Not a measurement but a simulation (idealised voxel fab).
Name of the process module below: voxel fin reveal
Cross-section cut: width 300 nm, square cells of 5 nm.
This document writes a cross-section as a grid whose cells are square, and gives it as bands, listed from the top down; one or more rows of cells form a band. A band entry consists of two parts. The first gives the height of the band's top and the height of its bottom, in nm. The rest lists the band's materials from left to right, each with its width in nm. A single material labelled with the word "throughout" fills the band from edge to edge, and the word "air" marks empty space. The level at which height equals 0 is the one under which the wafer, as it arrives, is entirely one material. No lower edge exists for the bottom band, which continues downward and is notated as in "from 0 down". The two numbers in a width such as "30..40" mark its ends across the band: the first belongs to the top row of cells, the second to the bottom row, and from each row to the next the width moves by the same amount. Given "nothing altered" for a step, no cell of the cross-section differs between before and after that step. Listed in "Enclosed internal cavities": every empty space of 8 or more cells without an open way to the top. Form: width x height at distance, the distance being from the left edge, all in nm. If you see something after the settings on a step's line, that's the simulator's own remark about that step. overlay nm: mask offset rightward from planned place, masked step; negative means leftward offset.

# Process steps (planned)
step 1: RECEIVE (material Si)
step 2: CONFORMAL_DEP (material SiN; thk nm 10)
step 3: PATTERN (tone cover; mask id FINS; material resist; width nm 15; pitch nm 35; thk nm 15; overlay nm 0)
step 4: DIRECTIONAL_ETCH (etch materials SiN; depth nm 10)
step 5: DIRECTIONAL_ETCH (etch materials Si; depth nm 35)
step 6: STRIP (etch materials resist)
step 7: FILL_DEP (material SiO2; thk nm 10)
step 8: CMP (height nm 10)
step 9: SELECTIVE_ETCH (etch materials SiO2; depth nm 35)
step 10: STRIP (etch materials SiN)
step 11: CONFORMAL_DEP (material SiO2; thk nm 5)

# First of two wafers, processed according to plan

# Step 1 complete: cross-section of the wafer as received
    from 0 down = Si throughout
    Enclosed internal cavities: none

# The following cross-section depicts the wafer upon completion of step 2
    from 10 to 0 = SiN throughout
    Everything under 0 stays put, no change at all.

# The following cross-section depicts the wafer upon completion of step 3
    from 25 to 10 = air 105, then resist 15, then air 20, then resist 15, then air 20, then resist 15, then air 110
    Everything under 10 stays put, no change at all.

# The following cross-section depicts the wafer upon completion of step 4
    from 25 to 10 = air 105, then resist 15, then air 20, then resist 15, then air 20, then resist 15, then air 110
    from 10 to 0 = air 105, then SiN 15, then air 20, then SiN 15, then air 20, then SiN 15, then air 110
    Everything under 0 stays put, no change at all.

# The following cross-section depicts the wafer upon completion of step 5
    from 25 to 10 = air 105, then resist 15, then air 20, then resist 15, then air 20, then resist 15, then air 110
    from 10 to 0 = air 105, then SiN 15, then air 20, then SiN 15, then air 20, then SiN 15, then air 110
    from 0 to -35 = air 105, then Si 15, then air 20, then Si 15, then air 20, then Si 15, then air 110
    Everything under -35 stays put, no change at all.

# The following cross-section depicts the wafer upon completion of step 6
    from 10 to 0 = air 105, then SiN 15, then air 20, then SiN 15, then air 20, then SiN 15, then air 110
    Everything under 0 stays put, no change at all.

# The following cross-section depicts the wafer upon completion of step 7
    from 20 to 10 = SiO2 throughout
    from 10 to 0 = SiO2 105, then SiN 15, then SiO2 20, then SiN 15, then SiO2 20, then SiN 15, then SiO2 110
    from 0 to -35 = SiO2 105, then Si 15, then SiO2 20, then Si 15, then SiO2 20, then Si 15, then SiO2 110
    Everything under -35 stays put, no change at all.

# The following cross-section depicts the wafer upon completion of step 8
    from 10 to 0 = SiO2 105, then SiN 15, then SiO2 20, then SiN 15, then SiO2 20, then SiN 15, then SiO2 110
    Everything under 0 stays put, no change at all.

# The following cross-section depicts the wafer upon completion of step 9
    from 10 to 0 = air 105, then SiN 15, then air 20, then SiN 15, then air 20, then SiN 15, then air 110
    from 0 to -25 = air 105, then Si 15, then air 20, then Si 15, then air 20, then Si 15, then air 110
    Everything under -25 stays put, no change at all.

# The following cross-section depicts the wafer upon completion of step 10
    from 0 to -25 = air 105, then Si 15, then air 20, then Si 15, then air 20, then Si 15, then air 110
    Everything under -25 stays put, no change at all.

# The following cross-section depicts the wafer upon completion of step 11
    from 5 to 0 = air 100, then SiO2 25, then air 10, then SiO2 25, then air 10, then SiO2 25, then air 105
    from 0 to -20 = air 100, then SiO2 5, then Si 15, then SiO2 5, then air 10, then SiO2 5, then Si 15, then SiO2 5, then air 10, then SiO2 5, then Si 15, then SiO2 5, then air 105
    from -20 to -35 = SiO2 105, then Si 15, then SiO2 20, then Si 15, then SiO2 20, then Si 15, then SiO2 110
    Everything under -35 stays put, no change at all.

# Companion wafer, the second of two: same beginning, same intended sequence, one mistake in carrying it out; through step 4 inclusive it tracks the first exactly

# Second wafer profile in section, at the moment step 5 of the plan was meant to be complete
    from 25 to 10 = air 105, then resist 15, then air 20, then resist 15, then air 20, then resist 15, then air 110
    from 10 to 0 = air 105, then SiN 15, then air 20, then SiN 15, then air 20, then SiN 15, then air 110
    from 0 to -70 = air 105, then Si 15, then air 20, then Si 15, then air 20, then Si 15, then air 110
    Everything under -70 stays put, no change at all.

# Second wafer profile in section, at the moment step 6 of the plan was meant to be complete
    from 10 to 0 = air 105, then SiN 15, then air 20, then SiN 15, then air 20, then SiN 15, then air 110
    Everything under 0 stays put, no change at all.

# Second wafer profile in section, at the moment step 7 of the plan was meant to be complete
    from 20 to 10 = SiO2 throughout
    from 10 to 0 = SiO2 105, then SiN 15, then SiO2 20, then SiN 15, then SiO2 20, then SiN 15, then SiO2 110
    from 0 to -70 = SiO2 105, then Si 15, then SiO2 20, then Si 15, then SiO2 20, then Si 15, then SiO2 110
    Everything under -70 stays put, no change at all.

# Second wafer profile in section, at the moment step 8 of the plan was meant to be complete
    from 10 to 0 = SiO2 105, then SiN 15, then SiO2 20, then SiN 15, then SiO2 20, then SiN 15, then SiO2 110
    Everything under 0 stays put, no change at all.

# Second wafer profile in section, at the moment step 9 of the plan was meant to be complete
    from 10 to 0 = air 105, then SiN 15, then air 20, then SiN 15, then air 20, then SiN 15, then air 110
    from 0 to -25 = air 105, then Si 15, then air 20, then Si 15, then air 20, then Si 15, then air 110
    Everything under -25 stays put, no change at all.

# Second wafer profile in section, at the moment step 10 of the plan was meant to be complete
    from 0 to -25 = air 105, then Si 15, then air 20, then Si 15, then air 20, then Si 15, then air 110
    Everything under -25 stays put, no change at all.

# Second wafer profile in section, at the moment step 11 of the plan was meant to be complete
    from 5 to 0 = air 100, then SiO2 25, then air 10, then SiO2 25, then air 10, then SiO2 25, then air 105
    from 0 to -20 = air 100, then SiO2 5, then Si 15, then SiO2 5, then air 10, then SiO2 5, then Si 15, then SiO2 5, then air 10, then SiO2 5, then Si 15, then SiO2 5, then air 105
    from -20 to -70 = SiO2 105, then Si 15, then SiO2 20, then Si 15, then SiO2 20, then Si 15, then SiO2 110
    Everything under -70 stays put, no change at all.
What broke from the plan during processing? step 5 of the plan was twice carried out
The closing comparison, in cells, has the second wafer with more or fewer of some materials than the first: -357 Si, +357 SiO2
